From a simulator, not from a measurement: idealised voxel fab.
The following is a process module called voxel transistor to metal.
Cross-sectional view cut (width: 195 nm; square cell size: 5 nm).
Cross-section spec: square-cell grid; bands listed top down; each band is one or more rows. Look at the band entry: it leads with the top's height and the bottom's height in nm. Then it lists the materials left to right, with a width in nm for each. The word "full width" on a single material says that material fills the band edge to edge. The word "air" is empty space. Zero point of the height axis is 0; under it, received wafer = one material. Lowest band: continues down indefinitely, "top 0, no bottom". Graded width ("30->40"): value in top row of band = first number; value in bottom row = second number; row-to-row change constant. When a step is marked "no alterations made", none of the cells in the cross-section changed during that step. Enclosed voids (no open way to top), threshold 8 cells or more, entry "Unvented cavities", notation width x height at distance, distance from left edge, nm. Whatever follows a step's settings on its line is a remark the simulator itself makes about that step. The "overlay nm" setting may appear on a step's line; for a step that uses a mask, it gives how far to the right of its planned position the mask lay, and a negative value indicates the left.
Planned step list for the process
- 1: RECEIVE,material Si
- 2: CONFORMAL_DEP,material SiO2,thk nm 5
- 3: CONFORMAL_DEP,material SiN,thk nm 10
- 4: MASKED_ETCH,tone cover,mask id ACTIVE,width nm 125,etch materials SiN,depth nm 10,overlay nm 0
- 5: MASKED_ETCH,tone cover,mask id ACTIVE,width nm 125,etch materials SiO2,depth nm 5,overlay nm 0
- 6: MASKED_ETCH,tone cover,mask id ACTIVE,width nm 125,etch materials Si,depth nm 25,overlay nm 0
- 7: FILL_DEP,material SiO2,thk nm 5
- 8: CMP,height nm 15
- 9: SELECTIVE_ETCH,etch materials SiO2,depth nm 10
- 10: STRIP,etch materials SiN
- 11: SELECTIVE_ETCH,etch materials SiO2,depth nm 5
- 12: OXIDIZE,depth nm 5
- 13: DIRECTIONAL_DEP,material polySi,thk nm 25
- 14: DIRECTIONAL_DEP,material SiCN,thk nm 10
- 15: PATTERN,tone cover,mask id GATE,material resist,width nm 25,thk nm 15,overlay nm 0
- 16: DIRECTIONAL_ETCH,etch materials SiCN,depth nm 20
- 17: DIRECTIONAL_ETCH,etch materials polySi,depth nm 35
- 18: STRIP,etch materials resist
- 19: CONFORMAL_DEP,material SiN,thk nm 10
- 20: DIRECTIONAL_ETCH,etch materials SiN,depth nm 10
- 21: DIRECTIONAL_ETCH,etch materials SiO2,depth nm 5
- 22: DIRECTIONAL_ETCH,etch materials Si,depth nm 5
- 23: EPI,material SiGe,thk nm 10
- 24: FILL_DEP,material SiO2,thk nm 10
- 25: CMP,height nm 35
- 26: DIRECTIONAL_DEP,material SiO2,thk nm 15
- 27: DIRECTIONAL_DEP,material aC,thk nm 15
- 28: PATTERN,tone open,mask id CONTACT,material resist,width nm 35,pitch nm 70,thk nm 30,overlay nm 0
- 29: DIRECTIONAL_ETCH,etch materials aC,depth nm 15
- 30: STRIP,etch materials resist
- 31: DIRECTIONAL_ETCH,etch materials SiO2,depth nm 50
- 32: STRIP,etch materials aC
- 33: CONFORMAL_DEP,material TiN,thk nm 5
- 34: FILL_DEP,material Ru,thk nm 10
- 35: CMP,height nm 50
- 36: CONFORMAL_DEP,material SiCN,thk nm 5
- 37: DIRECTIONAL_DEP,material lowk,thk nm 20
- 38: MASKED_ETCH,tone open,mask id METAL_1,width nm 20,pitch nm 85,etch materials lowk,depth nm 20,overlay nm 0
- 39: MASKED_ETCH,tone open,mask id METAL_1,width nm 20,pitch nm 85,etch materials SiCN,depth nm 5,overlay nm 0
- 40: CONFORMAL_DEP,material TiN,thk nm 5
- 41: FILL_DEP,material W,thk nm 5
- 42: CMP,height nm 75
- 43: CONFORMAL_DEP,material SiCN,thk nm 5
- 44: DIRECTIONAL_DEP,material SiO2,thk nm 30
- 45: PATTERN,tone open,mask id METAL_2,material resist,width nm 20,pitch nm 85,thk nm 15,overlay nm 0
- 46: DIRECTIONAL_ETCH,etch materials SiO2,depth nm 20
- 47: STRIP,etch materials resist
- 48: MASKED_ETCH,tone open,mask id METAL_2_HOLES,width nm 15,pitch nm 85,etch materials SiO2,depth nm 10,overlay nm 0
- 49: MASKED_ETCH,tone open,mask id METAL_2_HOLES,width nm 15,pitch nm 85,etch materials SiCN,depth nm 5,overlay nm 0
- 50: CONFORMAL_DEP,material TiN,thk nm 5
- 51: FILL_DEP,material Cu,thk nm 10
- 52: CMP,height nm 110
- 53: CONFORMAL_DEP,material SiN,thk nm 5
Cross-section of the wafer as it came to us, i.e., already through step 1
> top 0, no bottom = Si full width
> Unvented cavities: none
The module was run from the start shown above using the plan shown above, but one mistake was made doing it; the resulting wafer cross-section is below
> top 115, bottom 110 = SiN full width
> top 110, bottom 95 = SiO2 45 nm | TiN 5 nm | Cu 10 nm | TiN 5 nm | SiO2 65 nm | TiN 5 nm | Cu 10 nm | TiN 5 nm | SiO2 45 nm
> top 95, bottom 90 = SiO2 45 nm | TiN 5 nm | Cu 5 nm | TiN 10 nm | SiO2 65 nm | TiN 5 nm | Cu 5 nm | TiN 10 nm | SiO2 45 nm
> top 90, bottom 80 = SiO2 45 nm | TiN 5 nm | Cu 5 nm | TiN 5 nm | SiO2 70 nm | TiN 5 nm | Cu 5 nm | TiN 5 nm | SiO2 50 nm
> top 80, bottom 75 = SiCN 45 nm | TiN 15 nm | SiCN 70 nm | TiN 15 nm | SiCN 50 nm
> top 75, bottom 55 = lowk 45 nm | TiN 5 nm | W 10 nm | TiN 5 nm | lowk 65 nm | TiN 5 nm | W 10 nm | TiN 5 nm | lowk 45 nm
> top 55, bottom 50 = SiCN 45 nm | TiN 20 nm | SiCN 65 nm | TiN 20 nm | SiCN 45 nm
> top 50, bottom 40 = SiO2 45 nm | TiN 5 nm | Ru 25 nm | TiN 5 nm | SiO2 35 nm | TiN 5 nm | Ru 25 nm | TiN 5 nm | SiO2 45 nm
> top 40, bottom 35 = SiO2 45 nm | TiN 5 nm | Ru 20 nm | TiN 10 nm | SiO2 35 nm | TiN 10 nm | Ru 20 nm | TiN 5 nm | SiO2 45 nm
> top 35, bottom 25 = SiO2 45 nm | TiN 5 nm | Ru 20 nm | TiN 5 nm | SiN 10 nm | SiCN 25 nm | SiN 10 nm | TiN 5 nm | Ru 20 nm | TiN 5 nm | SiO2 45 nm
> top 25, bottom 10 = SiO2 45 nm | TiN 5 nm | Ru 20 nm | TiN 5 nm | SiN 10 nm | polySi 25 nm | SiN 10 nm | TiN 5 nm | Ru 20 nm | TiN 5 nm | SiO2 45 nm
> top 10, bottom 5 = SiO2 45 nm | TiN 5 nm | Ru 10 nm | TiN 15 nm | SiN 10 nm | polySi 25 nm | SiN 10 nm | TiN 15 nm | Ru 10 nm | TiN 5 nm | SiO2 45 nm
> top 5, bottom 0 = SiO2 45 nm | TiN 20 nm | SiGe 10 nm | SiN 10 nm | polySi 25 nm | SiN 10 nm | SiGe 10 nm | TiN 20 nm | SiO2 45 nm
> top 0, bottom -5 = SiO2 30 nm | SiGe 45 nm | SiO2 45 nm | SiGe 45 nm | SiO2 30 nm
> top -5, bottom -10 = SiO2 35 nm | SiGe 40 nm | Si 45 nm | SiGe 40 nm | SiO2 35 nm
> top -10, bottom -50 = SiO2 35 nm | Si 125 nm | SiO2 35 nm
> top -50, no bottom = Si full width
> Unvented cavities: none
The mistake made against the process plan was this: twice, step 6 of the plan was run
